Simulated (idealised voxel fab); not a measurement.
Process module under the name voxel double patterning
Shown is cross-section cut, with a width of 295 nm and square cells of size 5 nm.
Cross-section, as written here: a square-cell grid given band by band from the top down, where a band holds one or more rows of cells. A band entry consists of two parts. The first gives the height of the band's top and the height of its bottom, in nm. The rest lists the band's materials from left to right, each with its width in nm. A single material labelled with the word "edge to edge" fills the band from edge to edge, and the word "air" marks empty space. The level at which height equals 0 is the one under which the wafer, as it arrives, is entirely one material. No lower edge exists for the bottom band, which continues downward and is notated as in "0 -> down". So if you see something like "30->40" for the width, read it as the top row of the band sitting at the first number and the bottom row at the second, with every row in between moving by the same amount as the last. "nothing different" means the step left every cell of the cross-section as it was. What "Closed cavity list" gives you is every empty space of 8 cells or more that is cut off from the top. Each appears as width x height at distance, with the distance taken from the left edge and width, height and distance all in nm. That trailing text on a step's line, after the settings, is the simulator's own remark on the step. overlay nm: where the mask lay relative to plan, measured to the right, on steps with a mask; negatives go left.

Steps planned for the process
| 1 | RECEIVE,material Si |
| 2 | CONFORMAL_DEP,material SiN,thk nm 5 |
| 3 | DIRECTIONAL_DEP,material SiO2,thk nm 10 |
| 4 | DIRECTIONAL_DEP,material SiCN,thk nm 10 |
| 5 | MASKED_ETCH,tone open,mask id FIRST,width nm 15,pitch nm 50,etch materials SiCN,depth nm 10,overlay nm 0 |
| 6 | PATTERN,tone open,mask id SECOND,material resist,width nm 15,thk nm 15,overlay nm 0 |
| 7 | DIRECTIONAL_ETCH,etch materials SiCN,depth nm 10 |
| 8 | STRIP,etch materials resist |
| 9 | DIRECTIONAL_ETCH,etch materials SiO2,depth nm 10 |
| 10 | STRIP,etch materials SiCN |

The first of two wafers, run as planned

The cross-section here shows the wafer as received, i.e. in its state after step 1
0 -> down: Si edge to edge
Closed cavity list: none

Wafer after step 2 (cross-section)
5 -> 0: SiN edge to edge
below 0: unchanged

Wafer after step 3 (cross-section)
15 -> 5: SiO2 edge to edge
below 5: unchanged

Wafer after step 4 (cross-section)
25 -> 15: SiCN edge to edge
below 15: unchanged

Wafer after step 5 (cross-section)
25 -> 15: SiCN 115 nm / air 15 nm / SiCN 35 nm / air 15 nm / SiCN 115 nm
below 15: unchanged

Wafer after step 6 (cross-section)
40 -> 25: resist 140 nm / air 15 nm / resist 140 nm
25 -> 15: SiCN 115 nm / resist 15 nm / SiCN 35 nm / resist 15 nm / SiCN 115 nm
below 15: unchanged

Wafer after step 7 (cross-section)
40 -> 25: resist 140 nm / air 15 nm / resist 140 nm
25 -> 15: SiCN 115 nm / resist 15 nm / SiCN 10 nm / air 15 nm / SiCN 10 nm / resist 15 nm / SiCN 115 nm
below 15: unchanged

Wafer after step 8 (cross-section)
25 -> 15: SiCN 115 nm / air 15 nm / SiCN 10 nm / air 15 nm / SiCN 10 nm / air 15 nm / SiCN 115 nm
below 15: unchanged

Wafer after step 9 (cross-section)
25 -> 15: SiCN 115 nm / air 15 nm / SiCN 10 nm / air 15 nm / SiCN 10 nm / air 15 nm / SiCN 115 nm
15 -> 5: SiO2 115 nm / air 15 nm / SiO2 10 nm / air 15 nm / SiO2 10 nm / air 15 nm / SiO2 115 nm
below 5: unchanged

Wafer after step 10 (cross-section)
15 -> 5: SiO2 115 nm / air 15 nm / SiO2 10 nm / air 15 nm / SiO2 10 nm / air 15 nm / SiO2 115 nm
below 5: unchanged

The Second Wafer: Common Origin and Plan, One Mistake in Execution, Identical to the First Through Step 1

Second wafer cross-section, taken as of the time the plan sets for step 2 to be done
10 -> 0: SiO2 edge to edge
below 0: unchanged

Second wafer cross-section, taken as of the time the plan sets for step 3 to be done
15 -> 10: SiN edge to edge
below 10: unchanged

Second wafer cross-section, taken as of the time the plan sets for step 4 to be done
25 -> 15: SiCN edge to edge
below 15: unchanged

Second wafer cross-section, taken as of the time the plan sets for step 5 to be done
25 -> 15: SiCN 115 nm / air 15 nm / SiCN 35 nm / air 15 nm / SiCN 115 nm
below 15: unchanged

Second wafer cross-section, taken as of the time the plan sets for step 6 to be done
40 -> 25: resist 140 nm / air 15 nm / resist 140 nm
25 -> 15: SiCN 115 nm / resist 15 nm / SiCN 35 nm / resist 15 nm / SiCN 115 nm
below 15: unchanged

Second wafer cross-section, taken as of the time the plan sets for step 7 to be done
40 -> 25: resist 140 nm / air 15 nm / resist 140 nm
25 -> 15: SiCN 115 nm / resist 15 nm / SiCN 10 nm / air 15 nm / SiCN 10 nm / resist 15 nm / SiCN 115 nm
below 15: unchanged

Second wafer cross-section, taken as of the time the plan sets for step 8 to be done
25 -> 15: SiCN 115 nm / air 15 nm / SiCN 10 nm / air 15 nm / SiCN 10 nm / air 15 nm / SiCN 115 nm
below 15: unchanged

Second wafer cross-section, taken as of the time the plan sets for step 9 to be done: nothing different

Second wafer cross-section, taken as of the time the plan sets for step 10 to be done
15 -> 10: SiN edge to edge
below 10: unchanged
The mistake made against the process plan was this: steps 2 and 3 got flipped, so each one ran where the other should have
Once processing is complete, comparing cell counts shows that the second wafer has more or fewer of certain materials than the first: SiO2: 18 more
